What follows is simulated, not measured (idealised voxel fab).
process module | voxel double patterning
cross-section cut | 230 nm wide | cells 5 nm
A cross-section is a grid of square cells, given in bands from the top down. A band is one or more rows of cells.
Each band's line starts with the height of the band's top and of its bottom, in nm. Then come its materials from left to right, each with its width in nm. One material with "throughout" fills the band from edge to edge. "air" is empty space.
Height 0 is the level under which the wafer as received is all one material. The lowest band goes on downwards, as in "0 down".
A width such as "30 to 40" changes by the same amount from each row of cells to the next, from the band's top row to its bottom row.
"no change" after a step means that no cell of the cross-section changed.
closed voids: empty space of 8 cells or more with no open way to the top, each as width x height at its distance from the left edge, in nm
after a step's settings: what the simulator itself notes on the step
overlay nm, on a step with a mask: how far to the right of its planned place the mask lay; to the left if negative
plan
1 op RECEIVE | material Si
2 op CONFORMAL_DEP | material SiO2 | thk nm 5
3 op DIRECTIONAL_DEP | material W | thk nm 20
4 op DIRECTIONAL_DEP | material SiCN | thk nm 10
5 op DIRECTIONAL_DEP | material aC | thk nm 10
6 op PATTERN | tone open | mask id FIRST | material resist | width nm 15 | pitch nm 50 | thk nm 25 | overlay nm 0
7 op DIRECTIONAL_ETCH | etch materials aC | depth nm 10
8 op STRIP | etch materials resist
9 op DIRECTIONAL_ETCH | etch materials SiCN | depth nm 10
10 op STRIP | etch materials aC
11 op MASKED_ETCH | tone open | mask id SECOND | width nm 15 | pitch nm 50 | etch materials SiCN | depth nm 10 | overlay nm 0
12 op DIRECTIONAL_ETCH | etch materials W | depth nm 20
13 op STRIP | etch materials SiCN
first wafer, as planned
as received, after step 1
  0 down: Si throughout
  closed voids: none
after step 2
  5 to 0: SiO2 throughout
  below 0: unchanged
after step 3
  25 to 5: W throughout
  below 5: unchanged
after step 4
  35 to 25: SiCN throughout
  below 25: unchanged
after step 5
  45 to 35: aC throughout
  below 35: unchanged
after step 6
  70 to 45: resist 55 | air 15 | resist 35 | air 15 | resist 35 | air 15 | resist 60
  below 45: unchanged
after step 7
  60 to 45: resist 55 | air 15 | resist 35 | air 15 | resist 35 | air 15 | resist 60
  45 to 35: aC 55 | air 15 | aC 35 | air 15 | aC 35 | air 15 | aC 60
  below 35: unchanged
after step 8
  45 to 35: aC 55 | air 15 | aC 35 | air 15 | aC 35 | air 15 | aC 60
  below 35: unchanged
after step 9
  45 to 35: aC 55 | air 15 | aC 35 | air 15 | aC 35 | air 15 | aC 60
  35 to 25: SiCN 55 | air 15 | SiCN 35 | air 15 | SiCN 35 | air 15 | SiCN 60
  below 25: unchanged
after step 10
  35 to 25: SiCN 55 | air 15 | SiCN 35 | air 15 | SiCN 35 | air 15 | SiCN 60
  below 25: unchanged
after step 11
  35 to 25: SiCN 55 | air 15 | SiCN 10 | air 15 | SiCN 10 | air 15 | SiCN 10 | air 15 | SiCN 10 | air 15 | SiCN 60
  below 25: unchanged
after step 12
  35 to 25: SiCN 55 | air 15 | SiCN 10 | air 15 | SiCN 10 | air 15 | SiCN 10 | air 15 | SiCN 10 | air 15 | SiCN 60
  25 to 5: W 55 | air 15 | W 10 | air 15 | W 10 | air 15 | W 10 | air 15 | W 10 | air 15 | W 60
  below 5: unchanged
after step 13
  25 to 5: W 55 | air 15 | W 10 | air 15 | W 10 | air 15 | W 10 | air 15 | W 10 | air 15 | W 60
  below 5: unchanged
second wafer: like start, like plan, one mistake. Through step 2 it matches the first wafer
when step 3 should have ended
  45 to 5: W throughout
  below 5: unchanged
when step 4 should have ended
  55 to 45: SiCN throughout
  below 45: unchanged
when step 5 should have ended
  65 to 55: aC throughout
  below 55: unchanged
when step 6 should have ended
  90 to 65: resist 55 | air 15 | resist 35 | air 15 | resist 35 | air 15 | resist 60
  below 65: unchanged
when step 7 should have ended
  80 to 65: resist 55 | air 15 | resist 35 | air 15 | resist 35 | air 15 | resist 60
  65 to 55: aC 55 | air 15 | aC 35 | air 15 | aC 35 | air 15 | aC 60
  below 55: unchanged
when step 8 should have ended
  65 to 55: aC 55 | air 15 | aC 35 | air 15 | aC 35 | air 15 | aC 60
  below 55: unchanged
when step 9 should have ended
  65 to 55: aC 55 | air 15 | aC 35 | air 15 | aC 35 | air 15 | aC 60
  55 to 45: SiCN 55 | air 15 | SiCN 35 | air 15 | SiCN 35 | air 15 | SiCN 60
  below 45: unchanged
when step 10 should have ended
  55 to 45: SiCN 55 | air 15 | SiCN 35 | air 15 | SiCN 35 | air 15 | SiCN 60
  below 45: unchanged
when step 11 should have ended
  55 to 45: SiCN 55 | air 15 | SiCN 10 | air 15 | SiCN 10 | air 15 | SiCN 10 | air 15 | SiCN 10 | air 15 | SiCN 60
  below 45: unchanged
when step 12 should have ended
  55 to 45: SiCN 55 | air 15 | SiCN 10 | air 15 | SiCN 10 | air 15 | SiCN 10 | air 15 | SiCN 10 | air 15 | SiCN 60
  45 to 25: W 55 | air 15 | W 10 | air 15 | W 10 | air 15 | W 10 | air 15 | W 10 | air 15 | W 60
  below 25: unchanged
when step 13 should have ended
  45 to 25: W 55 | air 15 | W 10 | air 15 | W 10 | air 15 | W 10 | air 15 | W 10 | air 15 | W 60
  below 25: unchanged
what went wrong: step 3 was run twice
at the end the second wafer has, in cells: 184 more of W
